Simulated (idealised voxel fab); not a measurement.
process module | voxel self aligned vias
cross-section cut | 170 nm wide | cells 5 nm
A cross-section is a grid of square cells, given in bands from the top down. A band is one or more rows of cells.
Each band's line starts with the height of the band's top and of its bottom, in nm. Then come its materials from left to right, each with its width in nm. One material with "throughout" fills the band from edge to edge. "air" is empty space.
Height 0 is the level under which the wafer as received is all one material. The lowest band goes on downwards, as in "0 down".
A width such as "30 to 40" changes by the same amount from each row of cells to the next, from the band's top row to its bottom row.
"no change" after a step means that no cell of the cross-section changed.
closed voids: empty space of 8 cells or more with no open way to the top, each as width x height at its distance from the left edge, in nm
after a step's settings: what the simulator itself notes on the step
overlay nm, on a step with a mask: how far to the right of its planned place the mask lay; to the left if negative
plan
1 op RECEIVE | material Si
2 op CONFORMAL_DEP | material SiO2 | thk nm 10
3 op CONFORMAL_DEP | material SiCN | thk nm 5
4 op DIRECTIONAL_DEP | material SiO2 | thk nm 30
5 op DIRECTIONAL_DEP | material aC | thk nm 10
6 op PATTERN | tone open | mask id LINES | material resist | width nm 20 | pitch nm 45 | thk nm 25 | overlay nm 0
7 op DIRECTIONAL_ETCH | etch materials aC | depth nm 10
8 op STRIP | etch materials resist
9 op DIRECTIONAL_ETCH | etch materials SiO2 | depth nm 30
10 op STRIP | etch materials aC
11 op CONFORMAL_DEP | material TiN | thk nm 5
12 op FILL_DEP | material W | thk nm 10
13 op CMP | height nm 45
14 op SELECTIVE_ETCH | etch materials W Ru TiN | depth nm 10
15 op FILL_DEP | material SiN | thk nm 10
16 op CMP | height nm 45
17 op DIRECTIONAL_DEP | material SiO2 | thk nm 15
18 op PATTERN | tone open | mask id VIAS | material resist | width nm 30 | pitch nm 45 | thk nm 15 | overlay nm 0
19 op DIRECTIONAL_ETCH | etch materials SiO2 | depth nm 15
20 op DIRECTIONAL_ETCH | etch materials SiN | depth nm 10
21 op STRIP | etch materials resist
22 op CONFORMAL_DEP | material TiN | thk nm 5
23 op FILL_DEP | material W | thk nm 5
24 op CMP | height nm 60
25 op CONFORMAL_DEP | material SiCN | thk nm 5
as received, after step 1
  0 down: Si throughout
  closed voids: none
first wafer at the end, as planned
  65 to 60: SiCN throughout
  60 to 50: SiO2 45 | TiN 5 | W 20 | TiN 5 | SiO2 15 | TiN 5 | W 20 | TiN 5 | SiO2 50
  50 to 40: SiO2 45 to 50 | TiN 10 to 5 | W 10 | TiN 10 to 5 | SiO2 15 to 25 | TiN 10 to 5 | W 10 | TiN 10 to 5 | SiO2 50 to 55
  40 to 35: SiO2 50 | TiN 20 | SiO2 25 | TiN 20 | SiO2 55
  35 to 20: SiO2 50 | TiN 5 | W 10 | TiN 5 | SiO2 25 | TiN 5 | W 10 | TiN 5 | SiO2 55
  20 to 15: SiO2 50 | TiN 20 | SiO2 25 | TiN 20 | SiO2 55
  15 to 10: SiCN throughout
  10 to 0: SiO2 throughout
  0 down: Si throughout
  closed voids: none
second wafer at the end: like start, like plan, one mistake
  65 to 60: SiCN throughout
  60 to 50: SiO2 45 | TiN 5 | W 20 | TiN 5 | SiO2 15 | TiN 5 | W 20 | TiN 5 | SiO2 50
  50 to 40: SiO2 45 to 50 | TiN 10 to 5 | W 10 | TiN 10 to 5 | SiO2 15 to 25 | TiN 10 to 5 | W 10 | TiN 10 to 5 | SiO2 50 to 55
  40 to 35: SiO2 50 | TiN 20 | SiO2 25 | TiN 20 | SiO2 55
  35 to 20: SiO2 50 | TiN 5 | W 10 | TiN 5 | SiO2 25 | TiN 5 | W 10 | TiN 5 | SiO2 55
  20 to 15: SiO2 50 | TiN 20 | SiO2 25 | TiN 20 | SiO2 55
  15 to 5: SiO2 throughout
  5 to 0: SiCN throughout
  0 down: Si throughout
  closed voids: none
what went wrong: steps 2 and 3 were swapped
at the end the second wafer has, in cells: as many of each material as the first, in other places
